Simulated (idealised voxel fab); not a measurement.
process module | voxel capacitor over wiring
cross-section cut | 190 nm wide | cells 5 nm
A cross-section is a grid of square cells, given in bands from the top down. A band is one or more rows of cells.
Each band's line starts with the height of the band's top and of its bottom, in nm. Then come its materials from left to right, each with its width in nm. One material with "throughout" fills the band from edge to edge. "air" is empty space.
Height 0 is the level under which the wafer as received is all one material. The lowest band goes on downwards, as in "0 down".
A width such as "30 to 40" changes by the same amount from each row of cells to the next, from the band's top row to its bottom row.
"no change" after a step means that no cell of the cross-section changed.
closed voids: empty space of 8 cells or more with no open way to the top, each as width x height at its distance from the left edge, in nm
after a step's settings: what the simulator itself notes on the step
overlay nm, on a step with a mask: how far to the right of its planned place the mask lay; to the left if negative
plan
1 op RECEIVE | material Si
2 op CONFORMAL_DEP | material SiO2 | thk nm 10
3 op DIRECTIONAL_DEP | material TiN | thk nm 5
4 op DIRECTIONAL_DEP | material Ru | thk nm 25
5 op PATTERN | tone cover | mask id METAL_1 | material resist | width nm 20 | pitch nm 75 | thk nm 15 | overlay nm 0
6 op DIRECTIONAL_ETCH | etch materials Ru | depth nm 25
7 op DIRECTIONAL_ETCH | etch materials TiN | depth nm 5
8 op STRIP | etch materials resist
9 op FILL_DEP | material SiO2 | thk nm 10
10 op CMP | height nm 40
11 op CONFORMAL_DEP | material SiCN | thk nm 5
12 op DIRECTIONAL_DEP | material SiO2 | thk nm 10
13 op PATTERN | tone open | mask id PLUG_1 | material resist | width nm 15 | thk nm 20 | overlay nm 0
14 op DIRECTIONAL_ETCH | etch materials SiO2 | depth nm 10
15 op DIRECTIONAL_ETCH | etch materials SiCN | depth nm 5
16 op STRIP | etch materials resist
17 op EPI | material Ru | thk nm 10
18 op EPI | material Ru | thk nm 5
19 op DIRECTIONAL_DEP | material TiN | thk nm 10
20 op DIRECTIONAL_DEP | material HfO2 | thk nm 5
21 op DIRECTIONAL_DEP | material TiN | thk nm 10
22 op PATTERN | tone cover | mask id UPPER_PLATE | material resist | width nm 60 | thk nm 20 | overlay nm 0
23 op DIRECTIONAL_ETCH | etch materials TiN | depth nm 10
24 op DIRECTIONAL_ETCH | etch materials HfO2 | depth nm 5
25 op STRIP | etch materials resist
26 op DIRECTIONAL_DEP | material aC | thk nm 10
27 op PATTERN | tone cover | mask id LOWER_PLATE | material resist | width nm 70 | thk nm 30 | overlay nm 0
28 op DIRECTIONAL_ETCH | etch materials aC | depth nm 10
29 op STRIP | etch materials resist
30 op DIRECTIONAL_ETCH | etch materials TiN | depth nm 10
31 op STRIP | etch materials aC
32 op FILL_DEP | material SiO2 | thk nm 15
33 op CMP | height nm 90
34 op MASKED_ETCH | tone open | mask id PLUG_2 | width nm 15 | etch materials SiO2 | depth nm 10 | overlay nm 0
35 op CONFORMAL_DEP | material TiN | thk nm 5
36 op FILL_DEP | material W | thk nm 5
37 op CMP | height nm 90
38 op CONFORMAL_DEP | material SiCN | thk nm 5
first wafer, as planned
as received, after step 1
  0 down: Si throughout
  closed voids: none
after step 2
  10 to 0: SiO2 throughout
  below 0: unchanged
after step 3
  15 to 10: TiN throughout
  below 10: unchanged
after step 4
  40 to 15: Ru throughout
  below 15: unchanged
after step 5
  55 to 40: air 45 | resist 20 | air 55 | resist 20 | air 50
  below 40: unchanged
after step 6
  55 to 40: air 45 | resist 20 | air 55 | resist 20 | air 50
  40 to 15: air 45 | Ru 20 | air 55 | Ru 20 | air 50
  below 15: unchanged
after step 7
  55 to 40: air 45 | resist 20 | air 55 | resist 20 | air 50
  40 to 15: air 45 | Ru 20 | air 55 | Ru 20 | air 50
  15 to 10: air 45 | TiN 20 | air 55 | TiN 20 | air 50
  below 10: unchanged
after step 8
  40 to 15: air 45 | Ru 20 | air 55 | Ru 20 | air 50
  below 15: unchanged
after step 9
  50 to 40: SiO2 throughout
  40 to 15: SiO2 45 | Ru 20 | SiO2 55 | Ru 20 | SiO2 50
  15 to 10: SiO2 45 | TiN 20 | SiO2 55 | TiN 20 | SiO2 50
  below 10: unchanged
after step 10
  40 to 15: SiO2 45 | Ru 20 | SiO2 55 | Ru 20 | SiO2 50
  below 15: unchanged
after step 11
  45 to 40: SiCN throughout
  below 40: unchanged
after step 12
  55 to 45: SiO2 throughout
  below 45: unchanged
after step 13
  75 to 55: resist 50 | air 15 | resist 125
  below 55: unchanged
after step 14
  75 to 55: resist 50 | air 15 | resist 125
  55 to 45: SiO2 50 | air 15 | SiO2 125
  below 45: unchanged
after step 15
  75 to 55: resist 50 | air 15 | resist 125
  55 to 45: SiO2 50 | air 15 | SiO2 125
  45 to 40: SiCN 50 | air 15 | SiCN 125
  below 40: unchanged
after step 16
  55 to 45: SiO2 50 | air 15 | SiO2 125
  below 45: unchanged
after step 17
  55 to 50: SiO2 50 | air 15 | SiO2 125
  50 to 45: SiO2 50 | Ru 15 | SiO2 125
  45 to 40: SiCN 50 | Ru 15 | SiCN 125
  below 40: unchanged
after step 18
  55 to 45: SiO2 50 | Ru 15 | SiO2 125
  below 45: unchanged
after step 19
  65 to 55: TiN throughout
  below 55: unchanged
after step 20
  70 to 65: HfO2 throughout
  below 65: unchanged
after step 21
  80 to 70: TiN throughout
  below 70: unchanged
after step 22
  100 to 80: air 50 | resist 60 | air 80
  below 80: unchanged
after step 23
  100 to 80: air 50 | resist 60 | air 80
  80 to 70: air 50 | TiN 60 | air 80
  below 70: unchanged
after step 24
  100 to 80: air 50 | resist 60 | air 80
  80 to 70: air 50 | TiN 60 | air 80
  70 to 65: air 50 | HfO2 60 | air 80
  below 65: unchanged
after step 25
  80 to 70: air 50 | TiN 60 | air 80
  below 70: unchanged
after step 26
  90 to 80: air 50 | aC 60 | air 80
  80 to 75: air 50 | TiN 60 | air 80
  75 to 70: aC 50 | TiN 60 | aC 80
  70 to 65: aC 50 | HfO2 60 | aC 80
  below 65: unchanged
after step 27
  120 to 90: air 45 | resist 70 | air 75
  90 to 80: air 45 | resist 5 | aC 60 | resist 5 | air 75
  80 to 75: air 45 | resist 5 | TiN 60 | resist 5 | air 75
  below 75: unchanged
after step 28
  110 to 90: air 45 | resist 70 | air 75
  90 to 80: air 45 | resist 5 | aC 60 | resist 5 | air 75
  80 to 75: air 45 | resist 5 | TiN 60 | resist 5 | air 75
  75 to 70: air 45 | aC 5 | TiN 60 | aC 5 | air 75
  70 to 65: air 45 | aC 5 | HfO2 60 | aC 5 | air 75
  below 65: unchanged
after step 29
  90 to 80: air 50 | aC 60 | air 80
  80 to 75: air 50 | TiN 60 | air 80
  below 75: unchanged
after step 30
  90 to 80: air 50 | aC 60 | air 80
  80 to 75: air 50 | TiN 60 | air 80
  75 to 70: air 45 | aC 5 | TiN 60 | aC 5 | air 75
  70 to 65: air 45 | aC 5 | HfO2 60 | aC 5 | air 75
  65 to 55: air 45 | TiN 70 | air 75
  below 55: unchanged
after step 31
  80 to 70: air 50 | TiN 60 | air 80
  70 to 65: air 50 | HfO2 60 | air 80
  below 65: unchanged
after step 32
  95 to 80: SiO2 throughout
  80 to 70: SiO2 50 | TiN 60 | SiO2 80
  70 to 65: SiO2 50 | HfO2 60 | SiO2 80
  65 to 55: SiO2 45 | TiN 70 | SiO2 75
  below 55: unchanged
after step 33
  90 to 80: SiO2 throughout
  below 80: unchanged
after step 34
  90 to 80: SiO2 60 | air 15 | SiO2 115
  below 80: unchanged
after step 35
  95 to 90: TiN 65 | air 5 | TiN 120
  90 to 85: SiO2 60 | TiN 5 | air 5 | TiN 5 | SiO2 115
  85 to 80: SiO2 60 | TiN 15 | SiO2 115
  below 80: unchanged
after step 36
  100 to 95: W throughout
  95 to 90: TiN 65 | W 5 | TiN 120
  90 to 85: SiO2 60 | TiN 5 | W 5 | TiN 5 | SiO2 115
  below 85: unchanged
after step 37
  90 to 85: SiO2 60 | TiN 5 | W 5 | TiN 5 | SiO2 115
  below 85: unchanged
after step 38
  95 to 90: SiCN throughout
  below 90: unchanged
second wafer: like start, like plan, one mistake. Through step 16 it matches the first wafer
when step 17 should have ended
  60 to 55: air 45 | Ru 25 | air 120
  55 to 45: SiO2 50 | Ru 15 | SiO2 125
  45 to 40: SiCN 50 | Ru 15 | SiCN 125
  below 40: unchanged
when step 18 should have ended
  65 to 55: air 40 | Ru 35 | air 115
  below 55: unchanged
when step 19 should have ended
  75 to 65: air 40 | TiN 35 | air 115
  65 to 55: TiN 40 | Ru 35 | TiN 115
  below 55: unchanged
when step 20 should have ended
  80 to 75: air 40 | HfO2 35 | air 115
  75 to 70: air 40 | TiN 35 | air 115
  70 to 65: HfO2 40 | TiN 35 | HfO2 115
  below 65: unchanged
when step 21 should have ended
  90 to 80: air 40 | TiN 35 | air 115
  80 to 75: TiN 40 | HfO2 35 | TiN 115
  75 to 70: TiN throughout
  below 70: unchanged
when step 22 should have ended
  110 to 90: air 50 | resist 60 | air 80
  90 to 80: air 40 | TiN 35 | resist 35 | air 80
  below 80: unchanged
when step 23 should have ended
  110 to 90: air 50 | resist 60 | air 80
  90 to 80: air 50 | TiN 25 | resist 35 | air 80
  80 to 75: air 40 | HfO2 35 | TiN 35 | air 80
  75 to 70: air 40 | TiN 70 | air 80
  below 70: unchanged
when step 24 should have ended
  110 to 90: air 50 | resist 60 | air 80
  90 to 80: air 50 | TiN 25 | resist 35 | air 80
  80 to 75: air 50 | HfO2 25 | TiN 35 | air 80
  75 to 70: air 40 | TiN 70 | air 80
  70 to 65: air 40 | TiN 35 | HfO2 35 | air 80
  below 65: unchanged
when step 25 should have ended
  90 to 80: air 50 | TiN 25 | air 115
  below 80: unchanged
when step 26 should have ended
  100 to 90: air 50 | aC 25 | air 115
  90 to 85: air 50 | TiN 25 | aC 35 | air 80
  85 to 80: air 40 | aC 10 | TiN 25 | aC 35 | air 80
  80 to 75: air 40 | aC 10 | HfO2 25 | TiN 35 | air 80
  75 to 70: aC 40 | TiN 70 | aC 80
  70 to 65: aC 40 | TiN 35 | HfO2 35 | aC 80
  below 65: unchanged
when step 27 should have ended
  130 to 100: air 45 | resist 70 | air 75
  100 to 90: air 45 | resist 5 | aC 25 | resist 40 | air 75
  90 to 85: air 45 | resist 5 | TiN 25 | aC 35 | resist 5 | air 75
  85 to 80: air 40 | aC 10 | TiN 25 | aC 35 | resist 5 | air 75
  80 to 75: air 40 | aC 10 | HfO2 25 | TiN 35 | resist 5 | air 75
  below 75: unchanged
when step 28 should have ended
  120 to 100: air 45 | resist 70 | air 75
  100 to 90: air 45 | resist 5 | aC 25 | resist 40 | air 75
  90 to 85: air 45 | resist 5 | TiN 25 | aC 35 | resist 5 | air 75
  85 to 80: air 45 | aC 5 | TiN 25 | aC 35 | resist 5 | air 75
  80 to 75: air 45 | aC 5 | HfO2 25 | TiN 35 | resist 5 | air 75
  75 to 70: air 40 | TiN 70 | aC 5 | air 75
  70 to 65: air 40 | TiN 35 | HfO2 35 | aC 5 | air 75
  below 65: unchanged
when step 29 should have ended
  100 to 90: air 50 | aC 25 | air 115
  90 to 85: air 50 | TiN 25 | aC 35 | air 80
  85 to 80: air 45 | aC 5 | TiN 25 | aC 35 | air 80
  80 to 75: air 45 | aC 5 | HfO2 25 | TiN 35 | air 80
  below 75: unchanged
when step 30 should have ended
  100 to 90: air 50 | aC 25 | air 115
  90 to 85: air 50 | TiN 25 | aC 35 | air 80
  85 to 80: air 45 | aC 5 | TiN 25 | aC 35 | air 80
  80 to 75: air 45 | aC 5 | HfO2 25 | TiN 35 | air 80
  75 to 70: air 45 | TiN 65 | aC 5 | air 75
  70 to 65: air 45 | TiN 30 | HfO2 35 | aC 5 | air 75
  65 to 55: air 40 | Ru 35 | TiN 40 | air 75
  below 55: unchanged
when step 31 should have ended
  90 to 80: air 50 | TiN 25 | air 115
  80 to 75: air 50 | HfO2 25 | TiN 35 | air 80
  75 to 70: air 45 | TiN 65 | air 80
  70 to 65: air 45 | TiN 30 | HfO2 35 | air 80
  below 65: unchanged
when step 32 should have ended
  105 to 90: SiO2 throughout
  90 to 80: SiO2 50 | TiN 25 | SiO2 115
  80 to 75: SiO2 50 | HfO2 25 | TiN 35 | SiO2 80
  75 to 70: SiO2 45 | TiN 65 | SiO2 80
  70 to 65: SiO2 45 | TiN 30 | HfO2 35 | SiO2 80
  65 to 55: SiO2 40 | Ru 35 | TiN 40 | SiO2 75
  below 55: unchanged
when step 33 should have ended
  90 to 80: SiO2 50 | TiN 25 | SiO2 115
  below 80: unchanged
when step 34 should have ended: no change
when step 35 should have ended
  95 to 90: TiN throughout
  below 90: unchanged
when step 36 should have ended
  100 to 95: W throughout
  below 95: unchanged
when step 37 should have ended
  90 to 80: SiO2 50 | TiN 25 | SiO2 115
  below 80: unchanged
when step 38 should have ended
  95 to 90: SiCN throughout
  below 90: unchanged
what went wrong: step 17 was run twice
at the end the second wafer has, in cells: 14 more of Ru | 8 fewer of SiO2 | 5 fewer of TiN | 1 fewer of W
